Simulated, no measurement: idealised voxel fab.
The document below concerns the process module designated voxel wiring stack.
cross-section cut | 215 nm wide | cells 5 nm
Reading order for cross-sections: top band down to bottom band. Underlying form: a grid of square cells. Band size: one or more rows of cells. In this notation a band is specified by the heights of its top and bottom, in that order and in nm, after which its materials appear from left to right, each paired with its width in nm. The word "edge to edge" attached to a single material means that material fills the band from edge to edge; the word "air" stands for empty space. Beneath 0, the wafer as received is one material, and that level is where height counting begins. The lowest band goes on downward without a bottom; it is written like "from 0 down". Width: "30 to 40" (first number = top row, second number = bottom row, same change from row to row of cells). "nothing altered" means the step left every cell of the cross-section as it was. Closed-off voids of 8+ cells (no open route to the top) go in "Voids, fully enclosed", written width x height at distance from the left edge, in nm. Note: text after step settings on the step line = simulator remark on that step. The optional step-line setting "overlay nm" applies to steps with a mask and quantifies how far to the right of its planned location the mask lay, a negative value indicating leftward placement.

The following list gives the planned process steps
step 1: RECEIVE | material Si
step 2: CONFORMAL_DEP | material SiO2 | thk nm 15
step 3: DIRECTIONAL_DEP | material TiN | thk nm 5
step 4: DIRECTIONAL_DEP | material Ru | thk nm 20
step 5: MASKED_ETCH | tone cover | mask id METAL_1 | width nm 25 | pitch nm 55 | etch materials Ru | depth nm 20 | overlay nm 0
step 6: MASKED_ETCH | tone cover | mask id METAL_1 | width nm 25 | pitch nm 55 | etch materials TiN | depth nm 5 | overlay nm 0
step 7: CONFORMAL_DEP | material SiN | thk nm 5
step 8: FILL_DEP | material lowk | thk nm 5
step 9: CMP | height nm 40
step 10: CONFORMAL_DEP | material SiCN | thk nm 5
step 11: DIRECTIONAL_DEP | material SiO2 | thk nm 30
step 12: PATTERN | tone open | mask id METAL_2 | material resist | width nm 25 | pitch nm 55 | thk nm 15 | overlay nm 0
step 13: DIRECTIONAL_ETCH | etch materials SiO2 | depth nm 20
step 14: STRIP | etch materials resist
step 15: DIRECTIONAL_DEP | material aC | thk nm 15
step 16: PATTERN | tone open | mask id METAL_2_HOLES | material resist | width nm 15 | pitch nm 55 | thk nm 30 | overlay nm 0
step 17: DIRECTIONAL_ETCH | etch materials aC | depth nm 15
step 18: STRIP | etch materials resist
step 19: DIRECTIONAL_ETCH | etch materials SiO2 | depth nm 10
step 20: DIRECTIONAL_ETCH | etch materials SiCN | depth nm 5
step 21: STRIP | etch materials aC
step 22: CONFORMAL_DEP | material TiN | thk nm 5
step 23: FILL_DEP | material Cu | thk nm 10
step 24: CMP | height nm 75
step 25: CONFORMAL_DEP | material SiCN | thk nm 5

Step 1 complete: cross-section of the wafer as received
* from 0 down | Si edge to edge
* Voids, fully enclosed: none

A wafer at the end: this start, this plan, one mistake
* from 75 to 70 | SiCN edge to edge
* from 70 to 60 | SiO2 (40), then TiN (5), then Cu (15), then TiN (5), then SiO2 (30), then TiN (5), then Cu (15), then TiN (5), then SiO2 (30), then TiN (5), then Cu (15), then TiN (5), then SiO2 (40)
* from 60 to 55 | SiO2 (40), then TiN (5), then Cu (5), then TiN (15), then SiO2 (30), then TiN (5), then Cu (5), then TiN (15), then SiO2 (30), then TiN (5), then Cu (5), then TiN (15), then SiO2 (40)
* from 55 to 45 | SiO2 (40), then TiN (5), then Cu (5), then TiN (5), then SiO2 (40), then TiN (5), then Cu (5), then TiN (5), then SiO2 (40), then TiN (5), then Cu (5), then TiN (5), then SiO2 (50)
* from 45 to 40 | SiCN (40), then TiN (15), then SiCN (40), then TiN (15), then SiCN (40), then TiN (15), then SiCN (50)
* from 40 to 20 | lowk (35), then SiN (5), then Ru (25), then SiN (5), then lowk (20), then SiN (5), then Ru (25), then SiN (5), then lowk (20), then SiN (5), then Ru (25), then SiN (5), then lowk (35)
* from 20 to 15 | SiN (40), then TiN (25), then SiN (30), then TiN (25), then SiN (30), then TiN (25), then SiN (40)
* from 15 to 0 | SiO2 edge to edge
* from 0 down | Si edge to edge
* Voids, fully enclosed: none
What was done differently from what was planned? step 24 ran differently from the plan; actual operation with settings: CMP | height nm 70
